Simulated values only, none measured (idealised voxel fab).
process module | voxel self aligned contacts
cross-section cut | 255 nm wide | cells 5 nm
A cross-section is a grid of square cells, given in bands from the top down. A band is one or more rows of cells.
Each band's line starts with the height of the band's top and of its bottom, in nm. Then come its materials from left to right, each with its width in nm. One material with "throughout" fills the band from edge to edge. "air" is empty space.
Height 0 is the level under which the wafer as received is all one material. The lowest band goes on downwards, as in "0 down".
A width such as "30 to 40" changes by the same amount from each row of cells to the next, from the band's top row to its bottom row.
"no change" after a step means that no cell of the cross-section changed.
closed voids: empty space of 8 cells or more with no open way to the top, each as width x height at its distance from the left edge, in nm
after a step's settings: what the simulator itself notes on the step
overlay nm, on a step with a mask: how far to the right of its planned place the mask lay; to the left if negative
plan
1 op RECEIVE | material Si
2 op OXIDIZE | depth nm 5
3 op DIRECTIONAL_DEP | material polySi | thk nm 20
4 op DIRECTIONAL_DEP | material SiN | thk nm 25
5 op DIRECTIONAL_DEP | material aC | thk nm 10
6 op PATTERN | tone cover | mask id GATE | material resist | width nm 30 | pitch nm 65 | thk nm 25 | overlay nm 0
7 op DIRECTIONAL_ETCH | etch materials aC | depth nm 10
8 op STRIP | etch materials resist
9 op DIRECTIONAL_ETCH | etch materials SiN | depth nm 25
10 op DIRECTIONAL_ETCH | etch materials polySi | depth nm 20
11 op STRIP | etch materials aC
12 op CONFORMAL_DEP | material SiN | thk nm 10
13 op DIRECTIONAL_ETCH | etch materials SiN | depth nm 10
14 op FILL_DEP | material SiO2 | thk nm 10
15 op CMP | height nm 50
16 op MASKED_ETCH | tone open | mask id CONTACT | width nm 35 | etch materials SiO2 | depth nm 55 | overlay nm 0
17 op CONFORMAL_DEP | material TiN | thk nm 5
18 op FILL_DEP | material Ru | thk nm 5
19 op CMP | height nm 50
20 op CONFORMAL_DEP | material SiCN | thk nm 5
varied across the wafers: width nm of step 16. The plan shows the first wafer's value. All wafers start alike
first wafer as received, after step 1
  0 down: Si throughout
  closed voids: none
first wafer at the end, after step 20
  55 to 50: SiCN throughout
  50 to 45: SiO2 110 | TiN 15 | Ru 5 | TiN 15 | SiO2 110
  45 to 20: SiO2 70 | SiN 50 | TiN 5 | Ru 5 | TiN 5 | SiN 50 | SiO2 70
  20 to 0: SiO2 70 | SiN 10 | polySi 30 | SiN 10 | TiN 5 | Ru 5 | TiN 5 | SiN 10 | polySi 30 | SiN 10 | SiO2 70
  0 to -5: SiO2 120 | TiN 15 | SiO2 120
  -5 down: Si throughout
  closed voids: none
last wafer at the end
  55 to 50: SiCN throughout
  50 to 45: SiO2 100 | TiN 25 | Ru 5 | TiN 30 | SiO2 95
  45 to 20: SiO2 70 | SiN 50 | TiN 5 | Ru 5 | TiN 5 | SiN 50 | SiO2 70
  20 to 0: SiO2 70 | SiN 10 | polySi 30 | SiN 10 | TiN 5 | Ru 5 | TiN 5 | SiN 10 | polySi 30 | SiN 10 | SiO2 70
  0 to -5: SiO2 120 | TiN 15 | SiO2 120
  -5 down: Si throughout
  closed voids: none
each wafer at the end: cells of each material gained (+) or lost (-) since it was received, then its closed voids
width nm 35 | +10 Ru | -51 Si | +51 SiCN | +132 SiN | +344 SiO2 | +27 TiN | +48 polySi | closed voids: none
width nm 40 | +10 Ru | -51 Si | +51 SiCN | +132 SiN | +343 SiO2 | +28 TiN | +48 polySi | closed voids: none
width nm 45 | +10 Ru | -51 Si | +51 SiCN | +132 SiN | +342 SiO2 | +29 TiN | +48 polySi | closed voids: none
width nm 50 | +10 Ru | -51 Si | +51 SiCN | +132 SiN | +341 SiO2 | +30 TiN | +48 polySi | closed voids: none
width nm 55 | +10 Ru | -51 Si | +51 SiCN | +132 SiN | +340 SiO2 | +31 TiN | +48 polySi | closed voids: none
width nm 60 | +10 Ru | -51 Si | +51 SiCN | +132 SiN | +339 SiO2 | +32 TiN | +48 polySi | closed voids: none
